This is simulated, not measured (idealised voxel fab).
Documented hereafter: the process module known as voxel trench capacitor.
In the cross-section labelled cut, the width is 160 nm and each square cell is 5 nm.
Just so we're on the same page, the cross-sections are grids of square cells, and they're listed out in bands top to bottom, each band one or more rows deep.
Band entry format. Leading values: height of top, height of bottom, nm. Remainder: materials in left-to-right order, each with its width in nm. Special words: "all across" on a single material, which then fills the band edge to edge; "empty", empty space.
Height is counted from the level 0, under which the received wafer is composed throughout of one material. The lowest of the bands is not closed at the bottom but continues downward, in the notation "0 nm and below".
With a width like "30->40", each row of cells in the band differs from the next by the same amount, the top row carrying the first number and the bottom row the second.
Where the words "everything unchanged" appear for a step, the cross-section shows no cell changed by that step; every cell remained as before.
What "Voids, enclosed" gives you is every empty space of 8 cells or more that is cut off from the top. Each appears as width x height at distance, with the distance taken from the left edge and width, height and distance all in nm.
Heads up: the bit after the settings on a step's line is the simulator's remark on that step.
overlay nm, on a step with a mask: how far to the right of its planned place the mask lay; to the left if negative
Process steps - plan:
1,RECEIVE, material Si
2,CONFORMAL_DEP, material SiN, thk nm 5
3,PATTERN, tone open, mask id TRENCH, material resist, width nm 25, pitch nm 40, thk nm 15, overlay nm 0
4,DIRECTIONAL_ETCH, etch materials SiN, depth nm 5
5,DIRECTIONAL_ETCH, etch materials Si, depth nm 25
6,STRIP, etch materials resist
7,CONFORMAL_DEP, material Al2O3, thk nm 5
8,CONFORMAL_DEP, material TiN, thk nm 5
9,FILL_DEP, material W, thk nm 5
10,CMP, height nm 5
Wafer cross-section on receipt, i.e. after step 1:
* 0 nm and below | Si all across
* Voids, enclosed: none
The plan above was carried out on the starting structure above with one mistake, and this cross-section shows the wafer at the end of the module:
* 5 nm to 0 nm | SiN 45 nm, then Al2O3 5 nm, then TiN 5 nm, then W 5 nm, then TiN 5 nm, then Al2O3 5 nm, then SiN 15 nm, then Al2O3 5 nm, then TiN 5 nm, then W 5 nm, then TiN 5 nm, then Al2O3 5 nm, then SiN 50 nm
* 0 nm to -10 nm | Si 45 nm, then Al2O3 5 nm, then TiN 5 nm, then W 5 nm, then TiN 5 nm, then Al2O3 5 nm, then Si 15 nm, then Al2O3 5 nm, then TiN 5 nm, then W 5 nm, then TiN 5 nm, then Al2O3 5 nm, then Si 50 nm
* -10 nm to -15 nm | Si 45 nm, then Al2O3 5 nm, then TiN 15 nm, then Al2O3 5 nm, then Si 15 nm, then Al2O3 5 nm, then TiN 15 nm, then Al2O3 5 nm, then Si 50 nm
* -15 nm to -20 nm | Si 45 nm, then Al2O3 25 nm, then Si 15 nm, then Al2O3 25 nm, then Si 50 nm
* -20 nm and below | Si all across
* Voids, enclosed: none
Which mistake was made when the wafer was run? contrary to plan, step 5 was performed as DIRECTIONAL_ETCH, etch materials Si, depth nm 20
